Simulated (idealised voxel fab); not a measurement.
This is a process module. Its name is voxel transistor to metal.
Square cell edge 5 nm, section width 195 nm, ID cut.
Format of a cross-section: grid, square cells. Given as bands. Order: top down. Band: one or more rows of cells. What a band's entry tells you: where the top is and where the bottom is, as heights in nm, and after that what lies inside, material by material from left to right, each with its width in nm. Empty space is written as the word "blank", and a single material marked with the word "full width" occupies the band from edge to edge. Measure heights from 0. That's the level where, below it, the as-received wafer is all one material. The lowest band is bottomless and extends downward; write it as in "0 and below". The two numbers in a width such as "30..40" mark its ends across the band: the first belongs to the top row of cells, the second to the bottom row, and from each row to the next the width moves by the same amount. It should be understood that the words "no change occurred", when stated for a given step, signify that the cross-section underwent no change in any of its cells during that step. Basically, "Voids lacking openings" tells you about the enclosed voids: empty spaces with no open way to the top, 8 cells or bigger, each written width x height at distance, where distance is from the left edge, all in nm. On each step's line, the part that comes after the settings is the simulator's own comment on the step. What "overlay nm" on a step's line means: if the step has a mask, that mask lay this far to the right of its planned place, or, when the value is negative, to the left.

## The planned process steps are enumerated hereunder
1 RECEIVE with material Si
2 OXIDIZE with depth nm 5
3 CONFORMAL_DEP with material SiN, thk nm 10
4 DIRECTIONAL_DEP with material aC, thk nm 10
5 PATTERN with tone cover, mask id ACTIVE, material resist, width nm 115, thk nm 30, overlay nm 0
6 DIRECTIONAL_ETCH with etch materials aC, depth nm 10
7 STRIP with etch materials resist
8 DIRECTIONAL_ETCH with etch materials SiN, depth nm 10
9 DIRECTIONAL_ETCH with etch materials SiO2, depth nm 5
10 DIRECTIONAL_ETCH with etch materials Si, depth nm 20
11 STRIP with etch materials aC
12 OXIDIZE with depth nm 5
13 FILL_DEP with material SiO2, thk nm 5
14 CMP with height nm 10
15 SELECTIVE_ETCH with etch materials SiO2, depth nm 10
16 STRIP with etch materials SiN
17 SELECTIVE_ETCH with etch materials SiO2, depth nm 5
18 OXIDIZE with depth nm 5
19 DIRECTIONAL_DEP with material polySi, thk nm 30
20 DIRECTIONAL_DEP with material SiCN, thk nm 15
21 PATTERN with tone cover, mask id GATE, material resist, width nm 25, thk nm 20, overlay nm 0
22 DIRECTIONAL_ETCH with etch materials SiCN, depth nm 25
23 DIRECTIONAL_ETCH with etch materials polySi, depth nm 40
24 STRIP with etch materials resist
25 CONFORMAL_DEP with material SiO2, thk nm 5
26 DIRECTIONAL_ETCH with etch materials SiO2, depth nm 5
27 CONFORMAL_DEP with material SiN, thk nm 5
28 DIRECTIONAL_ETCH with etch materials SiN, depth nm 5
29 DIRECTIONAL_ETCH with etch materials SiO2, depth nm 5
30 DIRECTIONAL_ETCH with etch materials Si, depth nm 10
31 EPI with material nSi, thk nm 10
32 FILL_DEP with material SiO2, thk nm 10
33 CMP with height nm 25
34 STRIP with etch materials polySi
35 SELECTIVE_ETCH with etch materials SiO2, depth nm 5
36 CONFORMAL_DEP with material HfO2, thk nm 5
37 CONFORMAL_DEP with material TiN, thk nm 5
38 FILL_DEP with material W, thk nm 10
39 CMP with height nm 20
40 DIRECTIONAL_DEP with material SiO2, thk nm 10
41 MASKED_ETCH with tone open, mask id CONTACT, width nm 20, pitch nm 85, etch materials SiO2, depth nm 40, overlay nm 0
42 CONFORMAL_DEP with material TiN, thk nm 5
43 FILL_DEP with material W, thk nm 5
44 CMP with height nm 30
45 CONFORMAL_DEP with material SiN, thk nm 5
46 DIRECTIONAL_DEP with material SiO2, thk nm 20
47 MASKED_ETCH with tone open, mask id METAL_1, width nm 20, pitch nm 85, etch materials SiO2, depth nm 20, overlay nm 0
48 MASKED_ETCH with tone open, mask id METAL_1, width nm 20, pitch nm 85, etch materials SiN, depth nm 5, overlay nm 0
49 CONFORMAL_DEP with material TiN, thk nm 5
50 FILL_DEP with material W, thk nm 10
51 CMP with height nm 55
52 EPI with material Ru, thk nm 5
53 FILL_DEP with material SiCN, thk nm 5
54 DIRECTIONAL_DEP with material lowk, thk nm 30
55 DIRECTIONAL_DEP with material aC, thk nm 15
56 PATTERN with tone open, mask id METAL_2_HOLES, material resist, width nm 15, pitch nm 85, thk nm 30, overlay nm 0
57 DIRECTIONAL_ETCH with etch materials aC, depth nm 15
58 STRIP with etch materials resist
59 DIRECTIONAL_ETCH with etch materials lowk, depth nm 30
60 STRIP with etch materials aC
61 MASKED_ETCH with tone open, mask id METAL_2, width nm 20, pitch nm 85, etch materials lowk, depth nm 20, overlay nm 0
62 MASKED_ETCH with tone open, mask id METAL_2, width nm 20, pitch nm 85, etch materials SiCN, depth nm 5, overlay nm 0
63 CONFORMAL_DEP with material TiN, thk nm 5
64 FILL_DEP with material Cu, thk nm 10
65 CMP with height nm 95
66 CONFORMAL_DEP with material SiN, thk nm 5

## Cross-section of the incoming wafer, state after step 1
> 0 and below: Si full width
> Voids lacking openings: none

## Post-module cross-section of the first of two wafers (run per plan)
> 100 down to 95: SiN full width
> 95 down to 80: lowk 45 nm, TiN 5 nm, Cu 10 nm, TiN 5 nm, lowk 65 nm, TiN 5 nm, Cu 10 nm, TiN 5 nm, lowk 45 nm
> 80 down to 75: lowk 45 nm, TiN 5 nm, Cu 5 nm, TiN 10 nm, lowk 65 nm, TiN 5 nm, Cu 5 nm, TiN 10 nm, lowk 45 nm
> 75 down to 65: lowk 45 nm, TiN 5 nm, Cu 5 nm, TiN 5 nm, lowk 70 nm, TiN 5 nm, Cu 5 nm, TiN 5 nm, lowk 50 nm
> 65 down to 60: SiCN 45 nm, TiN 15 nm, SiCN 70 nm, TiN 15 nm, SiCN 50 nm
> 60 down to 55: SiCN 40 nm, Ru 30 nm, SiCN 55 nm, Ru 30 nm, SiCN 40 nm
> 55 down to 35: SiO2 45 nm, TiN 5 nm, W 10 nm, TiN 5 nm, SiO2 65 nm, TiN 5 nm, W 10 nm, TiN 5 nm, SiO2 45 nm
> 35 down to 30: SiN 45 nm, TiN 20 nm, SiN 65 nm, TiN 20 nm, SiN 45 nm
> 30 down to 20: SiO2 45 nm, TiN 5 nm, W 10 nm, TiN 5 nm, SiO2 65 nm, TiN 5 nm, W 10 nm, TiN 5 nm, SiO2 45 nm
> 20 down to 0: SiO2 45 nm, TiN 5 nm, W 10 nm, TiN 5 nm, SiO2 10 nm, SiN 5 nm, HfO2 5 nm, TiN 5 nm, W 15 nm, TiN 5 nm, HfO2 5 nm, SiN 5 nm, SiO2 10 nm, TiN 5 nm, W 10 nm, TiN 5 nm, SiO2 45 nm
> 0 down to -5: SiO2 45 nm, TiN 5 nm, W 10 nm, TiN 5 nm, nSi 10 nm, SiN 5 nm, HfO2 5 nm, TiN 25 nm, HfO2 5 nm, SiN 5 nm, nSi 10 nm, TiN 5 nm, W 10 nm, TiN 5 nm, SiO2 45 nm
> -5 down to -10: SiO2 45 nm, TiN 20 nm, nSi 10 nm, SiO2 5 nm, HfO2 35 nm, SiO2 5 nm, nSi 10 nm, TiN 20 nm, SiO2 45 nm
> -10 down to -20: SiO2 45 nm, nSi 30 nm, Si 45 nm, nSi 30 nm, SiO2 45 nm
> -20 down to -30: SiO2 45 nm, Si 105 nm, SiO2 45 nm
> -30 and below: Si full width
> Voids lacking openings: none

## Presented here is a cross-section of the second of the two wafers as it stood at the end of the module. It was started in the same manner and assigned the same plan as the first wafer; however, one mistake was made in its execution
> 100 down to 95: SiN full width
> 95 down to 80: lowk 45 nm, TiN 5 nm, Cu 5 nm, TiN 5 nm, lowk 70 nm, TiN 5 nm, Cu 5 nm, TiN 5 nm, lowk 50 nm
> 80 down to 75: lowk 45 nm, TiN 15 nm, lowk 70 nm, TiN 15 nm, lowk 50 nm
> 75 down to 65: lowk full width
> 65 down to 60: SiCN full width
> 60 down to 55: SiCN 40 nm, Ru 30 nm, SiCN 55 nm, Ru 30 nm, SiCN 40 nm
> 55 down to 35: SiO2 45 nm, TiN 5 nm, W 10 nm, TiN 5 nm, SiO2 65 nm, TiN 5 nm, W 10 nm, TiN 5 nm, SiO2 45 nm
> 35 down to 30: SiN 45 nm, TiN 20 nm, SiN 65 nm, TiN 20 nm, SiN 45 nm
> 30 down to 20: SiO2 45 nm, TiN 5 nm, W 10 nm, TiN 5 nm, SiO2 65 nm, TiN 5 nm, W 10 nm, TiN 5 nm, SiO2 45 nm
> 20 down to 0: SiO2 45 nm, TiN 5 nm, W 10 nm, TiN 5 nm, SiO2 10 nm, SiN 5 nm, HfO2 5 nm, TiN 5 nm, W 15 nm, TiN 5 nm, HfO2 5 nm, SiN 5 nm, SiO2 10 nm, TiN 5 nm, W 10 nm, TiN 5 nm, SiO2 45 nm
> 0 down to -5: SiO2 45 nm, TiN 5 nm, W 10 nm, TiN 5 nm, nSi 10 nm, SiN 5 nm, HfO2 5 nm, TiN 25 nm, HfO2 5 nm, SiN 5 nm, nSi 10 nm, TiN 5 nm, W 10 nm, TiN 5 nm, SiO2 45 nm
> -5 down to -10: SiO2 45 nm, TiN 20 nm, nSi 10 nm, SiO2 5 nm, HfO2 35 nm, SiO2 5 nm, nSi 10 nm, TiN 20 nm, SiO2 45 nm
> -10 down to -20: SiO2 45 nm, nSi 30 nm, Si 45 nm, nSi 30 nm, SiO2 45 nm
> -20 down to -30: SiO2 45 nm, Si 105 nm, SiO2 45 nm
> -30 and below: Si full width
> Voids lacking openings: none
Plan not followed: step 54 of the plan saw execution twice
Upon completion, the second wafer contains, in terms of cells, a greater or smaller amount of certain materials than the first wafer: Cu -12; SiCN +6; TiN -14; lowk +20
